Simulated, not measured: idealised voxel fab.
Proc. module: voxel air gaps
Xsec cut, 270 nm wide, square cell size 5 nm.
Cross-section format: a grid of square cells, given as bands from top to bottom; each band is one or more rows of cells.
Quick guide to a band line: top height, bottom height (nm) up front; then every material left to right with its width in nm. Only one material and it's marked "all across"? Then it fills the band edge to edge. And "empty" just means empty space.
Heights are expressed relative to 0, this being the level below which the as-received wafer comprises one material exclusively. The lowest band is unbounded in the downward direction and is denoted as in "0 down".
Think of "30->40" as a width that walks from the first number to the second as you go down the band, top row to bottom row, taking equal-sized steps from row to row.
When a step is marked "nothing changed", none of the cells in the cross-section changed during that step.
Any empty space of 8 cells or more lacking an open way to the top shows up in "Closed void list" as width x height at distance, distance from the left edge, in nm.
after a step's settings: what the simulator itself notes on the step
"overlay nm", when on a step's line for a step with a mask, measures how far to the right of its planned place the mask lay; a negative measure means to the left.
Reading key. Pairs: pre-step and post-step cross-section, one process step apart; post-step view only to lowest changed band. Step between + settings: beneath pair. Runs: pairs may be from different runs of this module, same starting wafer. Continuation from pair above: only where "State before" entry says.
State before:
    60 to 55 = TiN 70 nm | empty 15 nm | TiN 40 nm | empty 15 nm | TiN 40 nm | empty 15 nm | TiN 75 nm
    55 to 20 = SiO2 65 nm | TiN 5 nm | empty 15 nm | TiN 5 nm | SiO2 30 nm | TiN 5 nm | empty 15 nm | TiN 5 nm | SiO2 30 nm | TiN 5 nm | empty 15 nm | TiN 5 nm | SiO2 70 nm
    20 to 15 = SiO2 65 nm | TiN 25 nm | SiO2 30 nm | TiN 25 nm | SiO2 30 nm | TiN 25 nm | SiO2 70 nm
    15 to 10 = SiCN all across
    10 to 0 = SiO2 all across
    0 down = Si all across
    Closed void list: none
Structure After Step:
    65 to 60 = SiO2 all across
    60 to 55 = TiN 70 nm | SiO2 15 nm | TiN 40 nm | SiO2 15 nm | TiN 40 nm | SiO2 15 nm | TiN 75 nm
    55 to 20 = SiO2 65 nm | TiN 5 nm | SiO2 15 nm | TiN 5 nm | SiO2 30 nm | TiN 5 nm | SiO2 15 nm | TiN 5 nm | SiO2 30 nm | TiN 5 nm | SiO2 15 nm | TiN 5 nm | SiO2 70 nm
    Below 20, no change.
    Closed void list: none
In between the cross-sections above, the run called for FILL_DEP, material SiO2, thk nm 5
State before: look at the pair above, its after cross-section is where this step starts.
Structure After Step:
    55 to 20 = SiO2 65 nm | TiN 5 nm | SiO2 15 nm | TiN 5 nm | SiO2 30 nm | TiN 5 nm | SiO2 15 nm | TiN 5 nm | SiO2 30 nm | TiN 5 nm | SiO2 15 nm | TiN 5 nm | SiO2 70 nm
    Below 20, no change.
    Closed void list: none
In between the cross-sections above, the run called for CMP, height nm 55
State before: look at the pair above, its after cross-section is where this step starts.
Structure After Step:
    65 to 55 = empty 55 nm | Ru 45 nm | empty 10 nm | Ru 45 nm | empty 10 nm | Ru 45 nm | empty 60 nm
    Below 55, no change.
    Closed void list: none
In between the cross-sections above, the run called for EPI, material Ru, thk nm 10
State before: look at the pair above, its after cross-section is where this step starts.
Structure After Step:
    65 to 55 = empty 55 nm | Ru 45 nm | empty 10 nm | Ru 45 nm | empty 10 nm | Ru 45 nm | empty 60 nm
    55 to 20 = empty 65 nm | TiN 5 nm | SiO2 15 nm | TiN 5 nm | empty 30 nm | TiN 5 nm | SiO2 15 nm | TiN 5 nm | empty 30 nm | TiN 5 nm | SiO2 15 nm | TiN 5 nm | empty 70 nm
    20 to 15 = empty 65 nm | TiN 25 nm | empty 30 nm | TiN 25 nm | empty 30 nm | TiN 25 nm | empty 70 nm
    Below 15, no change.
    Closed void list: none
In between the cross-sections above, the run called for SELECTIVE_ETCH, etch materials SiO2, depth nm 50
State before: look at the pair above, its after cross-section is where this step starts.
Structure After Step:
    70 to 65 = empty 50 nm | SiCN 165 nm | empty 55 nm
    65 to 55 = empty 50 nm | SiCN 5 nm | Ru 45 nm | SiCN 10 nm | Ru 45 nm | SiCN 10 nm | Ru 45 nm | SiCN 5 nm | empty 55 nm
    55 to 50 = empty 50 nm | SiCN 15 nm | TiN 5 nm | SiO2 15 nm | TiN 5 nm | SiCN 30 nm | TiN 5 nm | SiO2 15 nm | TiN 5 nm | SiCN 30 nm | TiN 5 nm | SiO2 15 nm | TiN 5 nm | SiCN 15 nm | empty 55 nm
    50 to 20 = empty 60 nm | SiCN 5 nm | TiN 5 nm | SiO2 15 nm | TiN 5 nm | SiCN 5 nm | empty 20 nm | SiCN 5 nm | TiN 5 nm | SiO2 15 nm | TiN 5 nm | SiCN 5 nm | empty 20 nm | SiCN 5 nm | TiN 5 nm | SiO2 15 nm | TiN 5 nm | SiCN 5 nm | empty 65 nm
    20 to 15 = SiCN 65 nm | TiN 25 nm | SiCN 30 nm | TiN 25 nm | SiCN 30 nm | TiN 25 nm | SiCN 70 nm
    Below 15, no change.
    Closed void list: 20 x 30 at 95; 20 x 30 at 150
In between the cross-sections above, the run called for CONFORMAL_DEP, material SiCN, thk nm 5
State before:
    55 to 15 = SiO2 all across
    15 to 10 = SiCN all across
    10 to 0 = SiO2 all across
    0 down = Si all across
    Closed void list: none
Structure After Step:
    70 to 55 = empty 65 nm | resist 25 nm | empty 30 nm | resist 25 nm | empty 30 nm | resist 25 nm | empty 70 nm
    Below 55, no change.
    Closed void list: none
In between the cross-sections above, the run called for PATTERN, tone cover, mask id LINES, material resist, width nm 25, pitch nm 55, thk nm 15, overlay nm 0
State before: look at the pair above, its after cross-section is where this step starts.
Structure After Step:
    70 to 55 = empty 65 nm | resist 25 nm | empty 30 nm | resist 25 nm | empty 30 nm | resist 25 nm | empty 70 nm
    55 to 15 = empty 65 nm | SiO2 25 nm | empty 30 nm | SiO2 25 nm | empty 30 nm | SiO2 25 nm | empty 70 nm
    Below 15, no change.
    Closed void list: none
In between the cross-sections above, the run called for DIRECTIONAL_ETCH, etch materials SiO2, depth nm 40
State before: look at the pair above, its after cross-section is where this step starts.
Structure After Step:
    55 to 15 = empty 65 nm | SiO2 25 nm | empty 30 nm | SiO2 25 nm | empty 30 nm | SiO2 25 nm | empty 70 nm
    Below 15, no change.
    Closed void list: none
In between the cross-sections above, the run called for STRIP, etch materials resist
State before: look at the pair above, its after cross-section is where this step starts.
Structure After Step:
    60 to 55 = empty 60 nm | TiN 35 nm | empty 20 nm | TiN 35 nm | empty 20 nm | TiN 35 nm | empty 65 nm
    55 to 20 = empty 60 nm | TiN 5 nm | SiO2 25 nm | TiN 5 nm | empty 20 nm | TiN 5 nm | SiO2 25 nm | TiN 5 nm | empty 20 nm | TiN 5 nm | SiO2 25 nm | TiN 5 nm | empty 65 nm
    20 to 15 = TiN 65 nm | SiO2 25 nm | TiN 30 nm | SiO2 25 nm | TiN 30 nm | SiO2 25 nm | TiN 70 nm
    Below 15, no change.
    Closed void list: none
In between the cross-sections above, the run called for CONFORMAL_DEP, material TiN, thk nm 5
State before: look at the pair above, its after cross-section is where this step starts.
Structure After Step:
    65 to 60 = Ru all across
    60 to 55 = Ru 60 nm | TiN 35 nm | Ru 20 nm | TiN 35 nm | Ru 20 nm | TiN 35 nm | Ru 65 nm
    55 to 20 = Ru 60 nm | TiN 5 nm | SiO2 25 nm | TiN 5 nm | Ru 20 nm | TiN 5 nm | SiO2 25 nm | TiN 5 nm | Ru 20 nm | TiN 5 nm | SiO2 25 nm | TiN 5 nm | Ru 65 nm
    Below 20, no change.
    Closed void list: none
In between the cross-sections above, the run called for FILL_DEP, material Ru, thk nm 5
State before: look at the pair above, its after cross-section is where this step starts.
Structure After Step:
    55 to 20 = Ru 60 nm | TiN 5 nm | SiO2 25 nm | TiN 5 nm | Ru 20 nm | TiN 5 nm | SiO2 25 nm | TiN 5 nm | Ru 20 nm | TiN 5 nm | SiO2 25 nm | TiN 5 nm | Ru 65 nm
    Below 20, no change.
    Closed void list: none
In between the cross-sections above, the run called for CMP, height nm 55
State before: look at the pair above, its after cross-section is where this step starts.
Structure After Step:
    65 to 55 = Ru 75 nm | empty 5 nm | Ru 50 nm | empty 5 nm | Ru 50 nm | empty 5 nm | Ru 80 nm
    Below 55, no change.
    Closed void list: none
In between the cross-sections above, the run called for EPI, material Ru, thk nm 10
State before: look at the pair above, its after cross-section is where this step starts.
Structure After Step:
    65 to 55 = Ru 75 nm | empty 5 nm | Ru 50 nm | empty 5 nm | Ru 50 nm | empty 5 nm | Ru 80 nm
    55 to 20 = Ru 60 nm | TiN 5 nm | empty 25 nm | TiN 5 nm | Ru 20 nm | TiN 5 nm | empty 25 nm | TiN 5 nm | Ru 20 nm | TiN 5 nm | empty 25 nm | TiN 5 nm | Ru 65 nm
    20 to 15 = TiN 65 nm | empty 25 nm | TiN 30 nm | empty 25 nm | TiN 30 nm | empty 25 nm | TiN 70 nm
    Below 15, no change.
    Closed void list: none
In between the cross-sections above, the run called for SELECTIVE_ETCH, etch materials SiO2, depth nm 50
State before: look at the pair above, its after cross-section is where this step starts.
Structure After Step:
    70 to 65 = SiCN all across
    65 to 55 = Ru 75 nm | SiCN 5 nm | Ru 50 nm | SiCN 5 nm | Ru 50 nm | SiCN 5 nm | Ru 80 nm
    55 to 50 = Ru 60 nm | TiN 5 nm | SiCN 25 nm | TiN 5 nm | Ru 20 nm | TiN 5 nm | SiCN 25 nm | TiN 5 nm | Ru 20 nm | TiN 5 nm | SiCN 25 nm | TiN 5 nm | Ru 65 nm
    50 to 20 = Ru 60 nm | TiN 5 nm | SiCN 5 nm | empty 15 nm | SiCN 5 nm | TiN 5 nm | Ru 20 nm | TiN 5 nm | SiCN 5 nm | empty 15 nm | SiCN 5 nm | TiN 5 nm | Ru 20 nm | TiN 5 nm | SiCN 5 nm | empty 15 nm | SiCN 5 nm | TiN 5 nm | Ru 65 nm
    20 to 15 = TiN 65 nm | SiCN 25 nm | TiN 30 nm | SiCN 25 nm | TiN 30 nm | SiCN 25 nm | TiN 70 nm
    Below 15, no change.
    Closed void list: 15 x 30 at 70; 15 x 30 at 125; 15 x 30 at 180
In between the cross-sections above, the run called for CONFORMAL_DEP, material SiCN, thk nm 5
